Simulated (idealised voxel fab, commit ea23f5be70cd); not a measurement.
Name of the process module below: voxel ribs on slabs
cross-section cut | 250 nm wide | cells 5 nm
If you're reading a cross-section in this doc, picture square cells in a grid; it comes to you as bands, top ones listed first down to the bottom, and a band can be one or more rows of cells.
Each band's line starts with the height of the band's top and of its bottom, in nm. Then come its materials from left to right, each with its width in nm. One material with "throughout" fills the band from edge to edge. "empty" is empty space.
Heights are expressed relative to 0, this being the level below which the as-received wafer comprises one material exclusively. The lowest band is unbounded in the downward direction and is denoted as in "from 0 down".
The width entry "30 to 40" should be interpreted row by row: the top row of cells in the band takes the first number, the bottom row takes the second number, and the change between adjacent rows is uniform throughout.
What does "no alteration" mean for a step? It means no cell of the cross-section changed in that step.
"Unvented cavities": empty spaces of 8 cells or more with no open way to the top, each given as width x height at distance, distance from the left edge, all in nm.
after a step's settings: what the simulator itself notes on the step
Steps that use a mask can have "overlay nm" on their line. It says how far the mask sat to the right of where it was meant to be. Negative means to the left.

[Here's what the planned process steps look like]
1 RECEIVE,material Si
2 DIRECTIONAL_DEP,material SiO2,thk nm 25
3 DIRECTIONAL_DEP,material polySi,thk nm 15
4 DIRECTIONAL_DEP,material aC,thk nm 15
5 PATTERN,tone cover,mask id RIB,material resist,width nm 20,thk nm 35,overlay nm 0
6 DIRECTIONAL_ETCH,etch materials aC,depth nm 15
7 STRIP,etch materials resist
8 DIRECTIONAL_ETCH,etch materials polySi,depth nm 10
9 STRIP,etch materials aC
10 PATTERN,tone cover,mask id SLAB,material resist,width nm 50,thk nm 15,overlay nm 0
11 DIRECTIONAL_ETCH,etch materials polySi,depth nm 5
12 STRIP,etch materials resist
13 FILL_DEP,material SiO2,thk nm 30
14 CMP,height nm 60
15 DIRECTIONAL_DEP,material W,thk nm 5
16 PATTERN,tone cover,mask id HEATER,material resist,width nm 30,thk nm 20,overlay nm 0
17 DIRECTIONAL_ETCH,etch materials W,depth nm 5
18 STRIP,etch materials resist
19 CONFORMAL_DEP,material SiN,thk nm 5

[First of two wafers, with the run carried out as planned]

[As-received wafer cross-section (after step 1)]
    from 0 down  Si throughout
    Unvented cavities: none

[Cross-sectional representation of the wafer at the conclusion of step 2]
    from 25 to 0  SiO2 throughout
    Nothing below the height 0 has changed.

[Cross-sectional representation of the wafer at the conclusion of step 3]
    from 40 to 25  polySi throughout
    Nothing below the height 25 has changed.

[Cross-sectional representation of the wafer at the conclusion of step 4]
    from 55 to 40  aC throughout
    Nothing below the height 40 has changed.

[Cross-sectional representation of the wafer at the conclusion of step 5]
    from 90 to 55  empty 115 | resist 20 | empty 115
    Nothing below the height 55 has changed.

[Cross-sectional representation of the wafer at the conclusion of step 6]
    from 75 to 55  empty 115 | resist 20 | empty 115
    from 55 to 40  empty 115 | aC 20 | empty 115
    Nothing below the height 40 has changed.

[Cross-sectional representation of the wafer at the conclusion of step 7]
    from 55 to 40  empty 115 | aC 20 | empty 115
    Nothing below the height 40 has changed.

[Cross-sectional representation of the wafer at the conclusion of step 8]
    from 55 to 40  empty 115 | aC 20 | empty 115
    from 40 to 30  empty 115 | polySi 20 | empty 115
    Nothing below the height 30 has changed.

[Cross-sectional representation of the wafer at the conclusion of step 9]
    from 40 to 30  empty 115 | polySi 20 | empty 115
    Nothing below the height 30 has changed.

[Cross-sectional representation of the wafer at the conclusion of step 10]
    from 55 to 40  empty 100 | resist 50 | empty 100
    from 40 to 30  empty 100 | resist 15 | polySi 20 | resist 15 | empty 100
    Nothing below the height 30 has changed.

[Cross-sectional representation of the wafer at the conclusion of step 11]
    from 55 to 40  empty 100 | resist 50 | empty 100
    from 40 to 30  empty 100 | resist 15 | polySi 20 | resist 15 | empty 100
    from 30 to 25  empty 100 | polySi 50 | empty 100
    Nothing below the height 25 has changed.

[Cross-sectional representation of the wafer at the conclusion of step 12]
    from 40 to 30  empty 115 | polySi 20 | empty 115
    Nothing below the height 30 has changed.

[Cross-sectional representation of the wafer at the conclusion of step 13]
    from 70 to 40  SiO2 throughout
    from 40 to 30  SiO2 115 | polySi 20 | SiO2 115
    from 30 to 25  SiO2 100 | polySi 50 | SiO2 100
    Nothing below the height 25 has changed.

[Cross-sectional representation of the wafer at the conclusion of step 14]
    from 60 to 40  SiO2 throughout
    Nothing below the height 40 has changed.

[Cross-sectional representation of the wafer at the conclusion of step 15]
    from 65 to 60  W throughout
    Nothing below the height 60 has changed.

[Cross-sectional representation of the wafer at the conclusion of step 16]
    from 85 to 65  empty 110 | resist 30 | empty 110
    Nothing below the height 65 has changed.

[Cross-sectional representation of the wafer at the conclusion of step 17]
    from 85 to 65  empty 110 | resist 30 | empty 110
    from 65 to 60  empty 110 | W 30 | empty 110
    Nothing below the height 60 has changed.

[Cross-sectional representation of the wafer at the conclusion of step 18]
    from 65 to 60  empty 110 | W 30 | empty 110
    Nothing below the height 60 has changed.

[Cross-sectional representation of the wafer at the conclusion of step 19]
    from 70 to 65  empty 105 | SiN 40 | empty 105
    from 65 to 60  SiN 110 | W 30 | SiN 110
    Nothing below the height 60 has changed.

[Wafer two of two - same starting point, same process plan, one mistake in execution; matches wafer one up to and including step 4]

[Second wafer, cut view, end of step 5 per plan]
    from 90 to 55  empty 120 | resist 20 | empty 110
    Nothing below the height 55 has changed.

[Second wafer, cut view, end of step 6 per plan]
    from 75 to 55  empty 120 | resist 20 | empty 110
    from 55 to 40  empty 120 | aC 20 | empty 110
    Nothing below the height 40 has changed.

[Second wafer, cut view, end of step 7 per plan]
    from 55 to 40  empty 120 | aC 20 | empty 110
    Nothing below the height 40 has changed.

[Second wafer, cut view, end of step 8 per plan]
    from 55 to 40  empty 120 | aC 20 | empty 110
    from 40 to 30  empty 120 | polySi 20 | empty 110
    Nothing below the height 30 has changed.

[Second wafer, cut view, end of step 9 per plan]
    from 40 to 30  empty 120 | polySi 20 | empty 110
    Nothing below the height 30 has changed.

[Second wafer, cut view, end of step 10 per plan]
    from 55 to 40  empty 100 | resist 50 | empty 100
    from 40 to 30  empty 100 | resist 20 | polySi 20 | resist 10 | empty 100
    Nothing below the height 30 has changed.

[Second wafer, cut view, end of step 11 per plan]
    from 55 to 40  empty 100 | resist 50 | empty 100
    from 40 to 30  empty 100 | resist 20 | polySi 20 | resist 10 | empty 100
    from 30 to 25  empty 100 | polySi 50 | empty 100
    Nothing below the height 25 has changed.

[Second wafer, cut view, end of step 12 per plan]
    from 40 to 30  empty 120 | polySi 20 | empty 110
    Nothing below the height 30 has changed.

[Second wafer, cut view, end of step 13 per plan]
    from 70 to 40  SiO2 throughout
    from 40 to 30  SiO2 120 | polySi 20 | SiO2 110
    from 30 to 25  SiO2 100 | polySi 50 | SiO2 100
    Nothing below the height 25 has changed.

[Second wafer, cut view, end of step 14 per plan]
    from 60 to 40  SiO2 throughout
    Nothing below the height 40 has changed.

[Second wafer, cut view, end of step 15 per plan]
    from 65 to 60  W throughout
    Nothing below the height 60 has changed.

[Second wafer, cut view, end of step 16 per plan]
    from 85 to 65  empty 110 | resist 30 | empty 110
    Nothing below the height 65 has changed.

[Second wafer, cut view, end of step 17 per plan]
    from 85 to 65  empty 110 | resist 30 | empty 110
    from 65 to 60  empty 110 | W 30 | empty 110
    Nothing below the height 60 has changed.

[Second wafer, cut view, end of step 18 per plan]
    from 65 to 60  empty 110 | W 30 | empty 110
    Nothing below the height 60 has changed.

[Second wafer, cut view, end of step 19 per plan]
    from 70 to 65  empty 105 | SiN 40 | empty 105
    from 65 to 60  SiN 110 | W 30 | SiN 110
    Nothing below the height 60 has changed.
Against the plan, the run slipped here: step 5, actual vs plan mismatch, actual run PATTERN,tone cover,mask id RIB,material resist,width nm 20,thk nm 35,overlay nm 5
The concluding comparison shows that, measured in cells, each material is equally abundant on both wafers, albeit at different positions.
